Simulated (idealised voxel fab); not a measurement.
process module | voxel transistor to metal
In the cross-section labelled cut, the width is 295 nm and each square cell is 5 nm.
When this document writes out a cross-section, it uses a grid of square cells and lists it as bands, beginning at the top and moving down, with a band standing for one or more rows of cells. Read a band's entry like this: the first values are the height of its top and the height of its bottom in nm, and what follows is the sequence of materials from left to right, each with its width in nm. Note that "blank" is empty space, and that a single material marked "everywhere" reaches across the band from edge to edge. Counting heights begins at 0, where everything beneath is, in the wafer as received, one material. The lowest band has no bottom; it goes on downwards, as "0 and below" shows. So if you see something like "30 to 40" for the width, read it as the top row of the band sitting at the first number and the bottom row at the second, with every row in between moving by the same amount as the last. Where a step carries "no change occurred", the cross-section came out of it unchanged, cell for cell. In the "closed voids" entry, you get each enclosed empty space of 8 cells or more, one with no open way to the top, written width x height at distance, distance from the left edge, in nm. That trailing text on a step's line, after the settings, is the simulator's own remark on the step. overlay nm, on a step with a mask: how far to the right of its planned place the mask lay; to the left if negative.

# Process steps - plan
1,op RECEIVE | material Si
2,op OXIDIZE | depth nm 5
3,op CONFORMAL_DEP | material SiN | thk nm 10
4,op MASKED_ETCH | tone cover | mask id ACTIVE | width nm 105 | pitch nm 125 | etch materials SiN | depth nm 10 | overlay nm 0
5,op MASKED_ETCH | tone cover | mask id ACTIVE | width nm 105 | pitch nm 125 | etch materials SiO2 | depth nm 5 | overlay nm 0
6,op MASKED_ETCH | tone cover | mask id ACTIVE | width nm 105 | pitch nm 125 | etch materials Si | depth nm 35 | overlay nm 0
7,op OXIDIZE | depth nm 5
8,op FILL_DEP | material SiO2 | thk nm 10
9,op CMP | height nm 10
10,op SELECTIVE_ETCH | etch materials SiO2 | depth nm 5
11,op STRIP | etch materials SiN
12,op SELECTIVE_ETCH | etch materials SiO2 | depth nm 5
13,op OXIDIZE | depth nm 5
14,op DIRECTIONAL_DEP | material polySi | thk nm 25
15,op DIRECTIONAL_DEP | material SiCN | thk nm 10
16,op DIRECTIONAL_DEP | material aC | thk nm 10
17,op PATTERN | tone cover | mask id GATE | material resist | width nm 35 | pitch nm 125 | thk nm 25 | overlay nm 0
18,op DIRECTIONAL_ETCH | etch materials aC | depth nm 10
19,op STRIP | etch materials resist
20,op DIRECTIONAL_ETCH | etch materials SiCN | depth nm 20
21,op DIRECTIONAL_ETCH | etch materials polySi | depth nm 35
22,op STRIP | etch materials aC
23,op CONFORMAL_DEP | material SiN | thk nm 10
24,op DIRECTIONAL_ETCH | etch materials SiN | depth nm 10
25,op DIRECTIONAL_ETCH | etch materials SiO2 | depth nm 5
26,op DIRECTIONAL_ETCH | etch materials Si | depth nm 10
27,op EPI | material nSi | thk nm 15
28,op FILL_DEP | material SiO2 | thk nm 5
29,op CMP | height nm 20
30,op STRIP | etch materials polySi
31,op SELECTIVE_ETCH | etch materials SiO2 | depth nm 5
32,op CONFORMAL_DEP | material HfO2 | thk nm 5
33,op CONFORMAL_DEP | material TiN | thk nm 5
34,op FILL_DEP | material W | thk nm 5
35,op CMP | height nm 15
36,op DIRECTIONAL_DEP | material SiO2 | thk nm 10
37,op DIRECTIONAL_DEP | material aC | thk nm 15
38,op PATTERN | tone open | mask id CONTACT | material resist | width nm 15 | thk nm 35 | overlay nm 0
39,op DIRECTIONAL_ETCH | etch materials aC | depth nm 15
40,op STRIP | etch materials resist
41,op DIRECTIONAL_ETCH | etch materials SiO2 | depth nm 30
42,op STRIP | etch materials aC
43,op CONFORMAL_DEP | material TiN | thk nm 5
44,op FILL_DEP | material W | thk nm 10
45,op CMP | height nm 25
46,op DIRECTIONAL_DEP | material TiN | thk nm 5
47,op DIRECTIONAL_DEP | material W | thk nm 20
48,op DIRECTIONAL_DEP | material aC | thk nm 10
49,op PATTERN | tone cover | mask id METAL_1 | material resist | width nm 15 | thk nm 25 | overlay nm 0
50,op DIRECTIONAL_ETCH | etch materials aC | depth nm 10
51,op STRIP | etch materials resist
52,op DIRECTIONAL_ETCH | etch materials W | depth nm 20
53,op DIRECTIONAL_ETCH | etch materials TiN | depth nm 5
54,op STRIP | etch materials aC
55,op FILL_DEP | material SiO2 | thk nm 5
56,op CMP | height nm 50
57,op CONFORMAL_DEP | material SiCN | thk nm 5
58,op DIRECTIONAL_DEP | material SiO2 | thk nm 30
59,op DIRECTIONAL_DEP | material aC | thk nm 10
60,op PATTERN | tone open | mask id METAL_2 | material resist | width nm 15 | pitch nm 125 | thk nm 30 | overlay nm 0
61,op DIRECTIONAL_ETCH | etch materials aC | depth nm 10
62,op STRIP | etch materials resist
63,op DIRECTIONAL_ETCH | etch materials SiO2 | depth nm 20
64,op STRIP | etch materials aC
65,op DIRECTIONAL_DEP | material aC | thk nm 15
66,op PATTERN | tone open | mask id METAL_2_HOLES | material resist | width nm 15 | pitch nm 125 | thk nm 30 | overlay nm 0
67,op DIRECTIONAL_ETCH | etch materials aC | depth nm 15
68,op STRIP | etch materials resist
69,op DIRECTIONAL_ETCH | etch materials SiO2 | depth nm 10
70,op DIRECTIONAL_ETCH | etch materials SiCN | depth nm 5
71,op STRIP | etch materials aC
72,op CONFORMAL_DEP | material TiN | thk nm 5
73,op FILL_DEP | material Ru | thk nm 10
74,op CMP | height nm 85
75,op CONFORMAL_DEP | material SiN | thk nm 5
Don't read the plan's width nm for step 49 as applying to every wafer: that's the first wafer's value, and the wafers differ in it, though they all start identical.

# The first of several wafers in cross-section, exactly as it reached us after step 1
- 0 and below: Si everywhere
- closed voids: none

# wafer rows; end of module; cells per material since receipt: (+) gained, (-) lost; then closed voids
width nm 15 | +34 HfO2 | +12 Ru | -297 Si | +53 SiCN | +99 SiN | +903 SiO2 | +108 TiN | +78 W | +72 nSi | closed voids: none
width nm 20 | +34 HfO2 | +12 Ru | -297 Si | +53 SiCN | +99 SiN | +883 SiO2 | +112 TiN | +94 W | +72 nSi | closed voids: none
width nm 25 | +34 HfO2 | +12 Ru | -297 Si | +53 SiCN | +99 SiN | +863 SiO2 | +116 TiN | +110 W | +72 nSi | closed voids: none
width nm 30 | +34 HfO2 | +12 Ru | -297 Si | +53 SiCN | +99 SiN | +843 SiO2 | +120 TiN | +126 W | +72 nSi | closed voids: none
